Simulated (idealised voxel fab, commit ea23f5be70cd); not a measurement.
process module | voxel wiring stack
cross-section cut | 250 nm wide | cells 5 nm
A cross-section is a grid of square cells, given in bands from the top down. A band is one or more rows of cells.
Each band's line starts with the height of the band's top and of its bottom, in nm. Then come its materials from left to right, each with its width in nm. One material with "throughout" fills the band from edge to edge. "air" is empty space.
Height 0 is the level under which the wafer as received is all one material. The lowest band goes on downwards, as in "0 down".
A width such as "30 to 40" changes by the same amount from each row of cells to the next, from the band's top row to its bottom row.
"no change" after a step means that no cell of the cross-section changed.
closed voids: empty space of 8 cells or more with no open way to the top, each as width x height at its distance from the left edge, in nm
after a step's settings: what the simulator itself notes on the step
overlay nm, on a step with a mask: how far to the right of its planned place the mask lay; to the left if negative
plan
1 op RECEIVE | material Si
2 op CONFORMAL_DEP | material SiO2 | thk nm 15
3 op CONFORMAL_DEP | material SiN | thk nm 5
4 op DIRECTIONAL_DEP | material lowk | thk nm 20
5 op MASKED_ETCH | tone open | mask id METAL_1 | width nm 30 | pitch nm 60 | etch materials lowk | depth nm 20 | overlay nm 0
6 op MASKED_ETCH | tone open | mask id METAL_1 | width nm 30 | pitch nm 60 | etch materials SiN | depth nm 5 | overlay nm 0
7 op CONFORMAL_DEP | material TiN | thk nm 5
8 op FILL_DEP | material Cu | thk nm 10
9 op CMP | height nm 40
10 op CONFORMAL_DEP | material SiCN | thk nm 5
11 op DIRECTIONAL_DEP | material lowk | thk nm 20
12 op PATTERN | tone open | mask id PLUG_1 | material resist | width nm 15 | pitch nm 60 | thk nm 15 | overlay nm 0
13 op DIRECTIONAL_ETCH | etch materials lowk | depth nm 20
14 op DIRECTIONAL_ETCH | etch materials SiCN | depth nm 5
15 op STRIP | etch materials resist
16 op CONFORMAL_DEP | material TiN | thk nm 5
17 op FILL_DEP | material Ru | thk nm 5
18 op CMP | height nm 65
19 op CONFORMAL_DEP | material SiN | thk nm 5
20 op DIRECTIONAL_DEP | material SiO2 | thk nm 15
21 op DIRECTIONAL_DEP | material aC | thk nm 15
22 op PATTERN | tone open | mask id METAL_2 | material resist | width nm 30 | pitch nm 60 | thk nm 35 | overlay nm 0
23 op DIRECTIONAL_ETCH | etch materials aC | depth nm 15
24 op STRIP | etch materials resist
25 op DIRECTIONAL_ETCH | etch materials SiO2 | depth nm 15
26 op DIRECTIONAL_ETCH | etch materials SiN | depth nm 5
27 op STRIP | etch materials aC
28 op CONFORMAL_DEP | material TiN | thk nm 5
29 op FILL_DEP | material Cu | thk nm 5
30 op CMP | height nm 85
31 op CONFORMAL_DEP | material SiN | thk nm 5
as received, after step 1
  0 down: Si throughout
  closed voids: none
first wafer at the end, as planned
  90 to 85: SiN throughout
  85 to 70: SiO2 50 | TiN 5 | Cu 20 | TiN 5 | SiO2 30 | TiN 5 | Cu 20 | TiN 5 | SiO2 30 | TiN 5 | Cu 20 | TiN 5 | SiO2 50
  70 to 65: SiN 50 | TiN 30 | SiN 30 | TiN 30 | SiN 30 | TiN 30 | SiN 50
  65 to 45: lowk 50 | TiN 5 | Ru 5 | TiN 5 | lowk 45 | TiN 5 | Ru 5 | TiN 5 | lowk 45 | TiN 5 | Ru 5 | TiN 5 | lowk 65
  45 to 40: SiCN 50 | TiN 15 | SiCN 45 | TiN 15 | SiCN 45 | TiN 15 | SiCN 65
  40 to 20: lowk 50 | TiN 5 | Cu 20 | TiN 5 | lowk 30 | TiN 5 | Cu 20 | TiN 5 | lowk 30 | TiN 5 | Cu 20 | TiN 5 | lowk 50
  20 to 15: SiN 50 | TiN 30 | SiN 30 | TiN 30 | SiN 30 | TiN 30 | SiN 50
  15 to 0: SiO2 throughout
  0 down: Si throughout
  closed voids: none
second wafer at the end: like start, like plan, one mistake
  90 to 85: Ru throughout
  85 to 70: SiO2 50 | TiN 5 | Cu 20 | TiN 5 | SiO2 30 | TiN 5 | Cu 20 | TiN 5 | SiO2 30 | TiN 5 | Cu 20 | TiN 5 | SiO2 50
  70 to 65: SiN 50 | TiN 30 | SiN 30 | TiN 30 | SiN 30 | TiN 30 | SiN 50
  65 to 45: lowk 50 | TiN 5 | Ru 5 | TiN 5 | lowk 45 | TiN 5 | Ru 5 | TiN 5 | lowk 45 | TiN 5 | Ru 5 | TiN 5 | lowk 65
  45 to 40: SiCN 50 | TiN 15 | SiCN 45 | TiN 15 | SiCN 45 | TiN 15 | SiCN 65
  40 to 20: lowk 50 | TiN 5 | Cu 20 | TiN 5 | lowk 30 | TiN 5 | Cu 20 | TiN 5 | lowk 30 | TiN 5 | Cu 20 | TiN 5 | lowk 50
  20 to 15: SiN 50 | TiN 30 | SiN 30 | TiN 30 | SiN 30 | TiN 30 | SiN 50
  15 to 0: SiO2 throughout
  0 down: Si throughout
  closed voids: none
what went wrong: step 31 ran as: op CONFORMAL_DEP | material Ru | thk nm 5
at the end the second wafer has, in cells: 50 more of Ru | 50 fewer of SiN
